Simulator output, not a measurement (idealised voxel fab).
Process module, titled voxel lift off
Cross-section cut: width 220 nm, square cells of 5 nm.
Format of a cross-section: grid, square cells. Given as bands. Order: top down. Band: one or more rows of cells.
A band entry consists of two parts. The first gives the height of the band's top and the height of its bottom, in nm. The rest lists the band's materials from left to right, each with its width in nm. A single material labelled with the word "throughout" fills the band from edge to edge, and the word "blank" marks empty space.
For the purposes of this specification, 0 denotes the height below which the wafer in its as-received condition is composed wholly of one material, and the lowermost band, lacking a lower limit, extends downward without end, as expressed in "0 and below".
The two numbers in a width such as "30..40" mark its ends across the band: the first belongs to the top row of cells, the second to the bottom row, and from each row to the next the width moves by the same amount.
It should be understood that the words "no alteration", when stated for a given step, signify that the cross-section underwent no change in any of its cells during that step.
If an empty space has no open way to the top and is at least 8 cells in size, "Unvented cavities" lists it, written width x height at distance, where distance is measured from the left edge and every value is in nm.
Text after the settings on a step's line: the simulator's own remark on that step.
overlay nm: how far to the right of its planned place the mask lay on this masked step (negative: to the left).
Listed below are the process steps as planned:
step 1: RECEIVE: material Si
step 2: CONFORMAL_DEP: material SiN, thk nm 5
step 3: PATTERN: tone open, mask id LINES, material resist, width nm 25, pitch nm 50, thk nm 20, overlay nm 0
step 4: DIRECTIONAL_DEP: material Ru, thk nm 10
step 5: STRIP: etch materials resist
step 6: CONFORMAL_DEP: material SiCN, thk nm 10
Wafer, first of two, run as planned:
Wafer cross-section on receipt, i.e. after step 1:
0 and below  Si throughout
Unvented cavities: none
Take a look at the wafer's cross-section after step 2:
5 down to 0  SiN throughout
Nothing below the height 0 has changed.
Take a look at the wafer's cross-section after step 3:
25 down to 5  20 resist, 25 blank, 25 resist, 25 blank, 25 resist, 25 blank, 25 resist, 25 blank, 25 resist
Nothing below the height 5 has changed.
Take a look at the wafer's cross-section after step 4:
35 down to 25  20 Ru, 25 blank, 25 Ru, 25 blank, 25 Ru, 25 blank, 25 Ru, 25 blank, 25 Ru
25 down to 15  20 resist, 25 blank, 25 resist, 25 blank, 25 resist, 25 blank, 25 resist, 25 blank, 25 resist
15 down to 5  20 resist, 25 Ru, 25 resist, 25 Ru, 25 resist, 25 Ru, 25 resist, 25 Ru, 25 resist
Nothing below the height 5 has changed.
Take a look at the wafer's cross-section after step 5:
15 down to 5  20 blank, 25 Ru, 25 blank, 25 Ru, 25 blank, 25 Ru, 25 blank, 25 Ru, 25 blank
Nothing below the height 5 has changed.
Take a look at the wafer's cross-section after step 6:
25 down to 15  10 blank, 45 SiCN, 5 blank, 45 SiCN, 5 blank, 45 SiCN, 5 blank, 45 SiCN, 15 blank
15 down to 5  20 SiCN, 25 Ru, 25 SiCN, 25 Ru, 25 SiCN, 25 Ru, 25 SiCN, 25 Ru, 25 SiCN
Nothing below the height 5 has changed.
Second wafer: like start, like plan, one mistake. Through step 5 it matches the first wafer:
Cross-section, second wafer, at the end time the plan gives for step 6:
20 down to 15  15 blank, 35 SiCN, 15 blank, 35 SiCN, 15 blank, 35 SiCN, 15 blank, 35 SiCN, 20 blank
15 down to 10  15 blank, 5 SiCN, 25 Ru, 5 SiCN, 15 blank, 5 SiCN, 25 Ru, 5 SiCN, 15 blank, 5 SiCN, 25 Ru, 5 SiCN, 15 blank, 5 SiCN, 25 Ru, 5 SiCN, 20 blank
10 down to 5  20 SiCN, 25 Ru, 25 SiCN, 25 Ru, 25 SiCN, 25 Ru, 25 SiCN, 25 Ru, 25 SiCN
Nothing below the height 5 has changed.
What was the processing mistake? planned and actual differ for step 6; actual: CONFORMAL_DEP: material SiCN, thk nm 5
The closing comparison, in cells, has the second wafer with more or fewer of some materials than the first: 60 fewer of SiCN
